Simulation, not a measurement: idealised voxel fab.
Herein follows the process module entitled voxel transistor to metal.
In the cross-section labelled cut, the width is 195 nm and each square cell is 5 nm.
Reading order for cross-sections: top band down to bottom band. Underlying form: a grid of square cells. Band size: one or more rows of cells. Band: top and bottom heights (nm) first, top before bottom; then materials from left to right, widths in nm. "all across" marks a sole material filling the band edge to edge. "blank" denotes empty space. Heights are reckoned from 0. Under this level, the received wafer is all of one material. The bottommost band is open-ended downward, for example "0 -> down". Width: "30 to 40" (first number = top row, second number = bottom row, same change from row to row of cells). Reading "everything unchanged" for a step: not a cell of the cross-section changed in it. "Voids, enclosed": empty spaces of 8 cells or more with no open way to the top, each given as width x height at distance, distance from the left edge, all in nm. On a step's line, text after the settings is the simulator commenting on that step. If you see "overlay nm" on a step's line and that step has a mask, it's telling you how far right of where it was planned the mask ended up; a negative number means it went left instead.

# Steps planned for the process
1: RECEIVE | material Si
2: CONFORMAL_DEP | material SiO2 | thk nm 5
3: CONFORMAL_DEP | material SiN | thk nm 10
4: MASKED_ETCH | tone cover | mask id ACTIVE | width nm 125 | etch materials SiN | depth nm 5 | overlay nm 0
5: MASKED_ETCH | tone cover | mask id ACTIVE | width nm 125 | etch materials SiO2 | depth nm 5 | overlay nm 0
6: MASKED_ETCH | tone cover | mask id ACTIVE | width nm 125 | etch materials Si | depth nm 25 | overlay nm 0
7: FILL_DEP | material SiO2 | thk nm 5
8: CMP | height nm 15
9: SELECTIVE_ETCH | etch materials SiO2 | depth nm 10
10: STRIP | etch materials SiN
11: SELECTIVE_ETCH | etch materials SiO2 | depth nm 5
12: OXIDIZE | depth nm 5
13: DIRECTIONAL_DEP | material polySi | thk nm 25
14: DIRECTIONAL_DEP | material SiCN | thk nm 10
15: PATTERN | tone cover | mask id GATE | material resist | width nm 25 | thk nm 15 | overlay nm 0
16: DIRECTIONAL_ETCH | etch materials SiCN | depth nm 20
17: DIRECTIONAL_ETCH | etch materials polySi | depth nm 35
18: STRIP | etch materials resist
19: CONFORMAL_DEP | material SiN | thk nm 10
20: DIRECTIONAL_ETCH | etch materials SiN | depth nm 10
21: DIRECTIONAL_ETCH | etch materials SiO2 | depth nm 5
22: DIRECTIONAL_ETCH | etch materials Si | depth nm 5
23: EPI | material SiGe | thk nm 10
24: FILL_DEP | material SiO2 | thk nm 10
25: CMP | height nm 35
26: DIRECTIONAL_DEP | material SiO2 | thk nm 15
27: DIRECTIONAL_DEP | material aC | thk nm 15
28: PATTERN | tone open | mask id CONTACT | material resist | width nm 35 | pitch nm 70 | thk nm 30 | overlay nm 0
29: DIRECTIONAL_ETCH | etch materials aC | depth nm 15
30: STRIP | etch materials resist
31: DIRECTIONAL_ETCH | etch materials SiO2 | depth nm 50
32: STRIP | etch materials aC
33: CONFORMAL_DEP | material TiN | thk nm 5
34: FILL_DEP | material Ru | thk nm 10
35: CMP | height nm 50
36: CONFORMAL_DEP | material SiCN | thk nm 5
37: DIRECTIONAL_DEP | material lowk | thk nm 20
38: MASKED_ETCH | tone open | mask id METAL_1 | width nm 20 | pitch nm 85 | etch materials lowk | depth nm 20 | overlay nm 0
39: MASKED_ETCH | tone open | mask id METAL_1 | width nm 20 | pitch nm 85 | etch materials SiCN | depth nm 5 | overlay nm 0
40: CONFORMAL_DEP | material TiN | thk nm 5
41: FILL_DEP | material W | thk nm 5
42: CMP | height nm 75
43: CONFORMAL_DEP | material SiCN | thk nm 5
44: DIRECTIONAL_DEP | material SiO2 | thk nm 30
45: PATTERN | tone open | mask id METAL_2 | material resist | width nm 20 | pitch nm 85 | thk nm 15 | overlay nm 0
46: DIRECTIONAL_ETCH | etch materials SiO2 | depth nm 20
47: STRIP | etch materials resist
48: MASKED_ETCH | tone open | mask id METAL_2_HOLES | width nm 15 | pitch nm 85 | etch materials SiO2 | depth nm 10 | overlay nm 0
49: MASKED_ETCH | tone open | mask id METAL_2_HOLES | width nm 15 | pitch nm 85 | etch materials SiCN | depth nm 5 | overlay nm 0
50: CONFORMAL_DEP | material TiN | thk nm 5
51: FILL_DEP | material Cu | thk nm 10
52: CMP | height nm 110
53: CONFORMAL_DEP | material SiN | thk nm 5
Split variable: depth nm, step 4. Plan value = first wafer. Wafers start alike.

# Cut through the first of several wafers as received, post step 1
> 0 -> down | Si all across
> Voids, enclosed: none

# The rows of the table below are wafers. Looking at the end of the module, a row counts, for every material, the cells the wafer has gained, shown as (+), or lost, shown as (-), since it was received; its closed voids come next
depth nm 5; +18 Cu; +72 Ru; -69 Si; +74 SiCN; +64 SiGe; +67 SiN; +400 SiO2; +106 TiN; +16 W; +124 lowk; +25 polySi; Voids, enclosed: none
depth nm 10; +18 Cu; +72 Ru; -111 Si; +74 SiCN; +38 SiGe; +67 SiN; +468 SiO2; +106 TiN; +16 W; +124 lowk; +25 polySi; Voids, enclosed: none
depth nm 15; +18 Cu; +72 Ru; -111 Si; +74 SiCN; +38 SiGe; +67 SiN; +468 SiO2; +106 TiN; +16 W; +124 lowk; +25 polySi; Voids, enclosed: none
depth nm 20; +18 Cu; +72 Ru; -111 Si; +74 SiCN; +38 SiGe; +67 SiN; +468 SiO2; +106 TiN; +16 W; +124 lowk; +25 polySi; Voids, enclosed: none
depth nm 25; +18 Cu; +72 Ru; -111 Si; +74 SiCN; +38 SiGe; +67 SiN; +468 SiO2; +106 TiN; +16 W; +124 lowk; +25 polySi; Voids, enclosed: none
